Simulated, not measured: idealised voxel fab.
process module | voxel gate over fins
cross-section cut | 255 nm wide | cells 5 nm
A cross-section is a grid of square cells, given in bands from the top down. A band is one or more rows of cells.
Each band's line starts with the height of the band's top and of its bottom, in nm. Then come its materials from left to right, each with its width in nm. One material with "throughout" fills the band from edge to edge. "air" is empty space.
Height 0 is the level under which the wafer as received is all one material. The lowest band goes on downwards, as in "0 down".
A width such as "30 to 40" changes by the same amount from each row of cells to the next, from the band's top row to its bottom row.
"no change" after a step means that no cell of the cross-section changed.
closed voids: empty space of 8 cells or more with no open way to the top, each as width x height at its distance from the left edge, in nm
after a step's settings: what the simulator itself notes on the step
overlay nm, on a step with a mask: how far to the right of its planned place the mask lay; to the left if negative
Each pair below shows a cross-section before one step and the cross-section after it, down to the lowest band that changed. The line under each pair gives the step between them, with its settings. The pairs can come from different runs of this module on the same starting wafer, so a pair continues from the pair above only where its "before" says so.
before
  5 to 0: air 65 | HfO2 25 | air 25 | HfO2 25 | air 25 | HfO2 25 | air 65
  0 to -5: air 65 | HfO2 5 | Si 15 | HfO2 5 | air 25 | HfO2 5 | Si 15 | HfO2 5 | air 25 | HfO2 5 | Si 15 | HfO2 5 | air 65
  -5 to -10: HfO2 70 | Si 15 | HfO2 35 | Si 15 | HfO2 35 | Si 15 | HfO2 70
  -10 to -15: SiO2 70 | Si 15 | SiO2 35 | Si 15 | SiO2 35 | Si 15 | SiO2 70
  -15 to -20: SiO2 70 | Si 15 | SiO2 10 | TiN 5 | Ru 10 | TiN 5 | SiO2 5 | Si 15 | SiO2 35 | Si 15 | SiO2 70
  -20 to -25: SiO2 70 | Si 15 | SiO2 10 | TiN 20 | SiO2 5 | Si 15 | SiO2 35 | Si 15 | SiO2 70
  -25 to -30: SiO2 70 | Si 15 | SiO2 35 | Si 15 | SiO2 35 | Si 15 | SiO2 70
  -30 down: Si throughout
  closed voids: none
after
  10 to 5: air 60 | TiN 35 | air 15 | TiN 35 | air 15 | TiN 35 | air 60
  5 to 0: air 60 | TiN 5 | HfO2 25 | TiN 5 | air 15 | TiN 5 | HfO2 25 | TiN 5 | air 15 | TiN 5 | HfO2 25 | TiN 5 | air 60
  0 to -5: TiN 65 | HfO2 5 | Si 15 | HfO2 5 | TiN 25 | HfO2 5 | Si 15 | HfO2 5 | TiN 25 | HfO2 5 | Si 15 | HfO2 5 | TiN 65
  below -5: unchanged
  closed voids: none
the step between: op CONFORMAL_DEP | material TiN | thk nm 5
before: the cross-section after the pair above
after
  15 to 10: air 55 | TiAl 45 | air 5 | TiAl 45 | air 5 | TiAl 45 | air 55
  10 to 5: air 55 | TiAl 5 | TiN 35 | TiAl 5 | air 5 | TiAl 5 | TiN 35 | TiAl 5 | air 5 | TiAl 5 | TiN 35 | TiAl 5 | air 55
  5 to 0: TiAl 60 | TiN 5 | HfO2 25 | TiN 5 | TiAl 15 | TiN 5 | HfO2 25 | TiN 5 | TiAl 15 | TiN 5 | HfO2 25 | TiN 5 | TiAl 60
  below 0: unchanged
  closed voids: none
the step between: op CONFORMAL_DEP | material TiAl | thk nm 5
before: the cross-section after the pair above
after
  20 to 15: air 50 | TiN 155 | air 50
  15 to 10: air 50 | TiN 5 | TiAl 45 | TiN 5 | TiAl 45 | TiN 5 | TiAl 45 | TiN 5 | air 50
  10 to 5: TiN 55 | TiAl 5 | TiN 35 | TiAl 5 | TiN 5 | TiAl 5 | TiN 35 | TiAl 5 | TiN 5 | TiAl 5 | TiN 35 | TiAl 5 | TiN 55
  below 5: unchanged
  closed voids: none
the step between: op CONFORMAL_DEP | material TiN | thk nm 5
before: the cross-section after the pair above
after
  30 to 20: W throughout
  20 to 15: W 50 | TiN 155 | W 50
  15 to 10: W 50 | TiN 5 | TiAl 45 | TiN 5 | TiAl 45 | TiN 5 | TiAl 45 | TiN 5 | W 50
  below 10: unchanged
  closed voids: none
the step between: op FILL_DEP | material W | thk nm 10
before: the cross-section after the pair above
after
  25 to 20: W throughout
  below 20: unchanged
  closed voids: none
the step between: op CMP | height nm 25
before: the cross-section after the pair above
after
  30 to 25: SiCN throughout
  below 25: unchanged
  closed voids: none
the step between: op CONFORMAL_DEP | material SiCN | thk nm 5
before
  5 to 0: SiO2 70 | SiN 15 | SiO2 35 | SiN 15 | SiO2 35 | SiN 15 | SiO2 70
  0 to -30: SiO2 70 | Si 15 | SiO2 35 | Si 15 | SiO2 35 | Si 15 | SiO2 70
  -30 down: Si throughout
  closed voids: none
after
  5 to 0: SiO2 70 | SiN 15 | SiO2 20 | air 15 | SiN 15 | SiO2 35 | SiN 15 | SiO2 70
  0 to -25: SiO2 70 | Si 15 | SiO2 20 | air 15 | Si 15 | SiO2 35 | Si 15 | SiO2 70
  below -25: unchanged
  closed voids: none
the step between: op MASKED_ETCH | tone open | mask id RAIL | width nm 15 | etch materials SiO2 | depth nm 30 | overlay nm 10
before: the cross-section after the pair above
after
  10 to 5: TiN 110 | air 5 | TiN 140
  5 to 0: SiO2 70 | SiN 15 | SiO2 20 | TiN 5 | air 5 | TiN 5 | SiN 15 | SiO2 35 | SiN 15 | SiO2 70
  0 to -20: SiO2 70 | Si 15 | SiO2 20 | TiN 5 | air 5 | TiN 5 | Si 15 | SiO2 35 | Si 15 | SiO2 70
  -20 to -25: SiO2 70 | Si 15 | SiO2 20 | TiN 15 | Si 15 | SiO2 35 | Si 15 | SiO2 70
  below -25: unchanged
  closed voids: none
the step between: op CONFORMAL_DEP | material TiN | thk nm 5
before: the cross-section after the pair above
after
  15 to 10: Ru throughout
  10 to 5: TiN 110 | Ru 5 | TiN 140
  5 to 0: SiO2 70 | SiN 15 | SiO2 20 | TiN 5 | Ru 5 | TiN 5 | SiN 15 | SiO2 35 | SiN 15 | SiO2 70
  0 to -20: SiO2 70 | Si 15 | SiO2 20 | TiN 5 | Ru 5 | TiN 5 | Si 15 | SiO2 35 | Si 15 | SiO2 70
  below -20: unchanged
  closed voids: none
the step between: op FILL_DEP | material Ru | thk nm 5
before: the cross-section after the pair above
after
  5 to 0: SiO2 70 | SiN 15 | SiO2 20 | TiN 5 | Ru 5 | TiN 5 | SiN 15 | SiO2 35 | SiN 15 | SiO2 70
  below 0: unchanged
  closed voids: none
the step between: op CMP | height nm 5
before: the cross-section after the pair above
after
  5 to 0: SiO2 70 | SiN 15 | SiO2 20 | air 15 | SiN 15 | SiO2 35 | SiN 15 | SiO2 70
  0 to -15: SiO2 70 | Si 15 | SiO2 20 | air 15 | Si 15 | SiO2 35 | Si 15 | SiO2 70
  below -15: unchanged
  closed voids: none
the step between: op SELECTIVE_ETCH | etch materials W Ru TiN | depth nm 20
before: the cross-section after the pair above
after
  10 to 5: SiO2 throughout
  5 to 0: SiO2 70 | SiN 15 | SiO2 35 | SiN 15 | SiO2 35 | SiN 15 | SiO2 70
  0 to -15: SiO2 70 | Si 15 | SiO2 35 | Si 15 | SiO2 35 | Si 15 | SiO2 70
  below -15: unchanged
  closed voids: none
the step between: op FILL_DEP | material SiO2 | thk nm 5
before: the cross-section after the pair above
after
  5 to 0: SiO2 70 | SiN 15 | SiO2 35 | SiN 15 | SiO2 35 | SiN 15 | SiO2 70
  below 0: unchanged
  closed voids: none
the step between: op CMP | height nm 5
before: the cross-section after the pair above
after
  5 to 0: air 70 | SiN 15 | air 35 | SiN 15 | air 35 | SiN 15 | air 70
  0 to -10: air 70 | Si 15 | air 35 | Si 15 | air 35 | Si 15 | air 70
  below -10: unchanged
  closed voids: none
the step between: op SELECTIVE_ETCH | etch materials SiO2 | depth nm 15
before: the cross-section after the pair above
after
  0 to -10: air 70 | Si 15 | air 35 | Si 15 | air 35 | Si 15 | air 70
  below -10: unchanged
  closed voids: none
the step between: op STRIP | etch materials SiN
before: the cross-section after the pair above
after
  5 to 0: air 65 | HfO2 25 | air 25 | HfO2 25 | air 25 | HfO2 25 | air 65
  0 to -5: air 65 | HfO2 5 | Si 15 | HfO2 5 | air 25 | HfO2 5 | Si 15 | HfO2 5 | air 25 | HfO2 5 | Si 15 | HfO2 5 | air 65
  -5 to -10: HfO2 70 | Si 15 | HfO2 35 | Si 15 | HfO2 35 | Si 15 | HfO2 70
  below -10: unchanged
  closed voids: none
the step between: op CONFORMAL_DEP | material HfO2 | thk nm 5
before: the cross-section after the pair above
after
  10 to 5: air 60 | TiN 35 | air 15 | TiN 35 | air 15 | TiN 35 | air 60
  5 to 0: air 60 | TiN 5 | HfO2 25 | TiN 5 | air 15 | TiN 5 | HfO2 25 | TiN 5 | air 15 | TiN 5 | HfO2 25 | TiN 5 | air 60
  0 to -5: TiN 65 | HfO2 5 | Si 15 | HfO2 5 | TiN 25 | HfO2 5 | Si 15 | HfO2 5 | TiN 25 | HfO2 5 | Si 15 | HfO2 5 | TiN 65
  below -5: unchanged
  closed voids: none
the step between: op CONFORMAL_DEP | material TiN | thk nm 5
before: the cross-section after the pair above
after
  15 to 10: air 55 | TiAl 45 | air 5 | TiAl 45 | air 5 | TiAl 45 | air 55
  10 to 5: air 55 | TiAl 5 | TiN 35 | TiAl 5 | air 5 | TiAl 5 | TiN 35 | TiAl 5 | air 5 | TiAl 5 | TiN 35 | TiAl 5 | air 55
  5 to 0: TiAl 60 | TiN 5 | HfO2 25 | TiN 5 | TiAl 15 | TiN 5 | HfO2 25 | TiN 5 | TiAl 15 | TiN 5 | HfO2 25 | TiN 5 | TiAl 60
  below 0: unchanged
  closed voids: none
the step between: op CONFORMAL_DEP | material TiAl | thk nm 5
before: the cross-section after the pair above
after
  20 to 15: air 50 | TiN 155 | air 50
  15 to 10: air 50 | TiN 5 | TiAl 45 | TiN 5 | TiAl 45 | TiN 5 | TiAl 45 | TiN 5 | air 50
  10 to 5: TiN 55 | TiAl 5 | TiN 35 | TiAl 5 | TiN 5 | TiAl 5 | TiN 35 | TiAl 5 | TiN 5 | TiAl 5 | TiN 35 | TiAl 5 | TiN 55
  below 5: unchanged
  closed voids: none
the step between: op CONFORMAL_DEP | material TiN | thk nm 5
before: the cross-section after the pair above
after
  30 to 20: W throughout
  20 to 15: W 50 | TiN 155 | W 50
  15 to 10: W 50 | TiN 5 | TiAl 45 | TiN 5 | TiAl 45 | TiN 5 | TiAl 45 | TiN 5 | W 50
  below 10: unchanged
  closed voids: none
the step between: op FILL_DEP | material W | thk nm 10
before: the cross-section after the pair above
after
  25 to 20: W throughout
  below 20: unchanged
  closed voids: none
the step between: op CMP | height nm 25
before: the cross-section after the pair above
after
  30 to 25: SiCN throughout
  below 25: unchanged
  closed voids: none
the step between: op CONFORMAL_DEP | material SiCN | thk nm 5
before
  5 to 0: SiO2 70 | SiN 15 | SiO2 10 | air 15 | SiO2 10 | SiN 15 | SiO2 35 | SiN 15 | SiO2 70
  0 to -15: SiO2 70 | Si 15 | SiO2 10 | air 15 | SiO2 10 | Si 15 | SiO2 35 | Si 15 | SiO2 70
  -15 to -20: SiO2 70 | Si 15 | SiO2 10 | TiN 5 | Ru 5 | TiN 5 | SiO2 10 | Si 15 | SiO2 35 | Si 15 | SiO2 70
  -20 to -25: SiO2 70 | Si 15 | SiO2 10 | TiN 15 | SiO2 10 | Si 15 | SiO2 35 | Si 15 | SiO2 70
  -25 to -30: SiO2 70 | Si 15 | SiO2 35 | Si 15 | SiO2 35 | Si 15 | SiO2 70
  -30 down: Si throughout
  closed voids: none
after
  10 to 5: HfO2 throughout
  5 to 0: SiO2 70 | SiN 15 | SiO2 10 | HfO2 15 | SiO2 10 | SiN 15 | SiO2 35 | SiN 15 | SiO2 70
  0 to -15: SiO2 70 | Si 15 | SiO2 10 | HfO2 15 | SiO2 10 | Si 15 | SiO2 35 | Si 15 | SiO2 70
  below -15: unchanged
  closed voids: none
the step between: op FILL_DEP | material HfO2 | thk nm 5
before: the cross-section after the pair above
after
  5 to 0: SiO2 70 | SiN 15 | SiO2 10 | HfO2 15 | SiO2 10 | SiN 15 | SiO2 35 | SiN 15 | SiO2 70
  below 0: unchanged
  closed voids: none
the step between: op CMP | height nm 5
before: the cross-section after the pair above
after
  5 to 0: air 70 | SiN 15 | air 10 | HfO2 15 | air 10 | SiN 15 | air 35 | SiN 15 | air 70
  0 to -10: air 70 | Si 15 | air 10 | HfO2 15 | air 10 | Si 15 | air 35 | Si 15 | air 70
  below -10: unchanged
  closed voids: none
the step between: op SELECTIVE_ETCH | etch materials SiO2 | depth nm 15
before: the cross-section after the pair above
after
  5 to 0: air 95 | HfO2 15 | air 145
  below 0: unchanged
  closed voids: none
the step between: op STRIP | etch materials SiN
before: the cross-section after the pair above
after
  10 to 5: air 90 | HfO2 25 | air 140
  5 to 0: air 65 | HfO2 75 | air 25 | HfO2 25 | air 65
  0 to -5: air 65 | HfO2 5 | Si 15 | HfO2 35 | Si 15 | HfO2 5 | air 25 | HfO2 5 | Si 15 | HfO2 5 | air 65
  -5 to -10: HfO2 70 | Si 15 | HfO2 35 | Si 15 | HfO2 35 | Si 15 | HfO2 70
  below -10: unchanged
  closed voids: none
the step between: op CONFORMAL_DEP | material HfO2 | thk nm 5
before: the cross-section after the pair above
after
  15 to 10: air 85 | TiN 35 | air 135
  10 to 5: air 60 | TiN 30 | HfO2 25 | TiN 30 | air 15 | TiN 35 | air 60
  5 to 0: air 60 | TiN 5 | HfO2 75 | TiN 5 | air 15 | TiN 5 | HfO2 25 | TiN 5 | air 60
  0 to -5: TiN 65 | HfO2 5 | Si 15 | HfO2 35 | Si 15 | HfO2 5 | TiN 25 | HfO2 5 | Si 15 | HfO2 5 | TiN 65
  below -5: unchanged
  closed voids: none
the step between: op CONFORMAL_DEP | material TiN | thk nm 5
before: the cross-section after the pair above
after
  20 to 15: air 80 | TiAl 45 | air 130
  15 to 10: air 55 | TiAl 30 | TiN 35 | TiAl 30 | air 5 | TiAl 45 | air 55
  10 to 5: air 55 | TiAl 5 | TiN 30 | HfO2 25 | TiN 30 | TiAl 5 | air 5 | TiAl 5 | TiN 35 | TiAl 5 | air 55
  5 to 0: TiAl 60 | TiN 5 | HfO2 75 | TiN 5 | TiAl 15 | TiN 5 | HfO2 25 | TiN 5 | TiAl 60
  below 0: unchanged
  closed voids: none
the step between: op CONFORMAL_DEP | material TiAl | thk nm 5
before: the cross-section after the pair above
after
  25 to 20: air 75 | TiN 55 | air 125
  20 to 15: air 50 | TiN 30 | TiAl 45 | TiN 80 | air 50
  15 to 10: air 50 | TiN 5 | TiAl 30 | TiN 35 | TiAl 30 | TiN 5 | TiAl 45 | TiN 5 | air 50
  10 to 5: TiN 55 | TiAl 5 | TiN 30 | HfO2 25 | TiN 30 | TiAl 5 | TiN 5 | TiAl 5 | TiN 35 | TiAl 5 | TiN 55
  below 5: unchanged
  closed voids: none
the step between: op CONFORMAL_DEP | material TiN | thk nm 5
before: the cross-section after the pair above
after
  35 to 25: W throughout
  25 to 20: W 75 | TiN 55 | W 125
  20 to 15: W 50 | TiN 30 | TiAl 45 | TiN 80 | W 50
  15 to 10: W 50 | TiN 5 | TiAl 30 | TiN 35 | TiAl 30 | TiN 5 | TiAl 45 | TiN 5 | W 50
  below 10: unchanged
  closed voids: none
the step between: op FILL_DEP | material W | thk nm 10
before: the cross-section after the pair above
after
  25 to 20: W 75 | TiN 55 | W 125
  below 20: unchanged
  closed voids: none
the step between: op CMP | height nm 25
before: the cross-section after the pair above
after
  30 to 25: SiCN throughout
  below 25: unchanged
  closed voids: none
the step between: op CONFORMAL_DEP | material SiCN | thk nm 5
before
  5 to 0: SiO2 70 | SiN 15 | SiO2 35 | SiN 15 | SiO2 35 | SiN 15 | SiO2 70
  0 to -30: SiO2 70 | Si 15 | SiO2 35 | Si 15 | SiO2 35 | Si 15 | SiO2 70
  -30 down: Si throughout
  closed voids: none
after
  5 to 0: air 70 | SiN 15 | air 10 | SiO2 15 | air 10 | SiN 15 | air 35 | SiN 15 | air 70
  0 to -25: air 70 | Si 15 | air 10 | SiO2 15 | air 10 | Si 15 | air 35 | Si 15 | air 70
  below -25: unchanged
  closed voids: none
the step between: op MASKED_ETCH | tone cover | mask id RAIL | width nm 15 | etch materials SiO2 | depth nm 30 | overlay nm 0
before: the cross-section after the pair above
after
  10 to 5: air 65 | TiN 75 | air 25 | TiN 25 | air 65
  5 to 0: air 65 | TiN 5 | SiN 15 | TiN 10 | SiO2 15 | TiN 10 | SiN 15 | TiN 5 | air 25 | TiN 5 | SiN 15 | TiN 5 | air 65
  0 to -20: air 65 | TiN 5 | Si 15 | TiN 10 | SiO2 15 | TiN 10 | Si 15 | TiN 5 | air 25 | TiN 5 | Si 15 | TiN 5 | air 65
  -20 to -25: TiN 70 | Si 15 | TiN 10 | SiO2 15 | TiN 10 | Si 15 | TiN 35 | Si 15 | TiN 70
  below -25: unchanged
  closed voids: none
the step between: op CONFORMAL_DEP | material TiN | thk nm 5
before: the cross-section after the pair above
after
  15 to 10: Ru throughout
  10 to 5: Ru 65 | TiN 75 | Ru 25 | TiN 25 | Ru 65
  5 to 0: Ru 65 | TiN 5 | SiN 15 | TiN 10 | SiO2 15 | TiN 10 | SiN 15 | TiN 5 | Ru 25 | TiN 5 | SiN 15 | TiN 5 | Ru 65
  0 to -20: Ru 65 | TiN 5 | Si 15 | TiN 10 | SiO2 15 | TiN 10 | Si 15 | TiN 5 | Ru 25 | TiN 5 | Si 15 | TiN 5 | Ru 65
  below -20: unchanged
  closed voids: none
the step between: op FILL_DEP | material Ru | thk nm 5
before: the cross-section after the pair above
after
  5 to 0: Ru 65 | TiN 5 | SiN 15 | TiN 10 | SiO2 15 | TiN 10 | SiN 15 | TiN 5 | Ru 25 | TiN 5 | SiN 15 | TiN 5 | Ru 65
  below 0: unchanged
  closed voids: none
the step between: op CMP | height nm 5
before: the cross-section after the pair above
after
  5 to 0: air 70 | SiN 15 | air 10 | SiO2 15 | air 10 | SiN 15 | air 35 | SiN 15 | air 70
  0 to -15: air 70 | Si 15 | air 10 | SiO2 15 | air 10 | Si 15 | air 35 | Si 15 | air 70
  below -15: unchanged
  closed voids: none
the step between: op SELECTIVE_ETCH | etch materials W Ru TiN | depth nm 20
before: the cross-section after the pair above
after
  10 to 5: SiO2 throughout
  5 to 0: SiO2 70 | SiN 15 | SiO2 35 | SiN 15 | SiO2 35 | SiN 15 | SiO2 70
  0 to -15: SiO2 70 | Si 15 | SiO2 35 | Si 15 | SiO2 35 | Si 15 | SiO2 70
  below -15: unchanged
  closed voids: none
the step between: op FILL_DEP | material SiO2 | thk nm 5
before: the cross-section after the pair above
after
  5 to 0: SiO2 70 | SiN 15 | SiO2 35 | SiN 15 | SiO2 35 | SiN 15 | SiO2 70
  below 0: unchanged
  closed voids: none
the step between: op CMP | height nm 5
before: the cross-section after the pair above
after
  5 to 0: air 70 | SiN 15 | air 35 | SiN 15 | air 35 | SiN 15 | air 70
  0 to -10: air 70 | Si 15 | air 35 | Si 15 | air 35 | Si 15 | air 70
  below -10: unchanged
  closed voids: none
the step between: op SELECTIVE_ETCH | etch materials SiO2 | depth nm 15
before: the cross-section after the pair above
after
  0 to -10: air 70 | Si 15 | air 35 | Si 15 | air 35 | Si 15 | air 70
  below -10: unchanged
  closed voids: none
the step between: op STRIP | etch materials SiN
before: the cross-section after the pair above
after
  5 to 0: air 65 | HfO2 25 | air 25 | HfO2 25 | air 25 | HfO2 25 | air 65
  0 to -5: air 65 | HfO2 5 | Si 15 | HfO2 5 | air 25 | HfO2 5 | Si 15 | HfO2 5 | air 25 | HfO2 5 | Si 15 | HfO2 5 | air 65
  -5 to -10: HfO2 70 | Si 15 | HfO2 35 | Si 15 | HfO2 35 | Si 15 | HfO2 70
  below -10: unchanged
  closed voids: none
the step between: op CONFORMAL_DEP | material HfO2 | thk nm 5
before: the cross-section after the pair above
after
  10 to 5: air 60 | TiN 35 | air 15 | TiN 35 | air 15 | TiN 35 | air 60
  5 to 0: air 60 | TiN 5 | HfO2 25 | TiN 5 | air 15 | TiN 5 | HfO2 25 | TiN 5 | air 15 | TiN 5 | HfO2 25 | TiN 5 | air 60
  0 to -5: TiN 65 | HfO2 5 | Si 15 | HfO2 5 | TiN 25 | HfO2 5 | Si 15 | HfO2 5 | TiN 25 | HfO2 5 | Si 15 | HfO2 5 | TiN 65
  below -5: unchanged
  closed voids: none
the step between: op CONFORMAL_DEP | material TiN | thk nm 5
before: the cross-section after the pair above
after
  15 to 10: air 55 | TiAl 45 | air 5 | TiAl 45 | air 5 | TiAl 45 | air 55
  10 to 5: air 55 | TiAl 5 | TiN 35 | TiAl 5 | air 5 | TiAl 5 | TiN 35 | TiAl 5 | air 5 | TiAl 5 | TiN 35 | TiAl 5 | air 55
  5 to 0: TiAl 60 | TiN 5 | HfO2 25 | TiN 5 | TiAl 15 | TiN 5 | HfO2 25 | TiN 5 | TiAl 15 | TiN 5 | HfO2 25 | TiN 5 | TiAl 60
  below 0: unchanged
  closed voids: none
the step between: op CONFORMAL_DEP | material TiAl | thk nm 5
before: the cross-section after the pair above
after
  20 to 15: air 50 | TiN 155 | air 50
  15 to 10: air 50 | TiN 5 | TiAl 45 | TiN 5 | TiAl 45 | TiN 5 | TiAl 45 | TiN 5 | air 50
  10 to 5: TiN 55 | TiAl 5 | TiN 35 | TiAl 5 | TiN 5 | TiAl 5 | TiN 35 | TiAl 5 | TiN 5 | TiAl 5 | TiN 35 | TiAl 5 | TiN 55
  below 5: unchanged
  closed voids: none
the step between: op CONFORMAL_DEP | material TiN | thk nm 5
before: the cross-section after the pair above
after
  30 to 20: W throughout
  20 to 15: W 50 | TiN 155 | W 50
  15 to 10: W 50 | TiN 5 | TiAl 45 | TiN 5 | TiAl 45 | TiN 5 | TiAl 45 | TiN 5 | W 50
  below 10: unchanged
  closed voids: none
the step between: op FILL_DEP | material W | thk nm 10
before: the cross-section after the pair above
after
  25 to 20: W throughout
  below 20: unchanged
  closed voids: none
the step between: op CMP | height nm 25
before: the cross-section after the pair above
after
  30 to 25: SiCN throughout
  below 25: unchanged
  closed voids: none
the step between: op CONFORMAL_DEP | material SiCN | thk nm 5
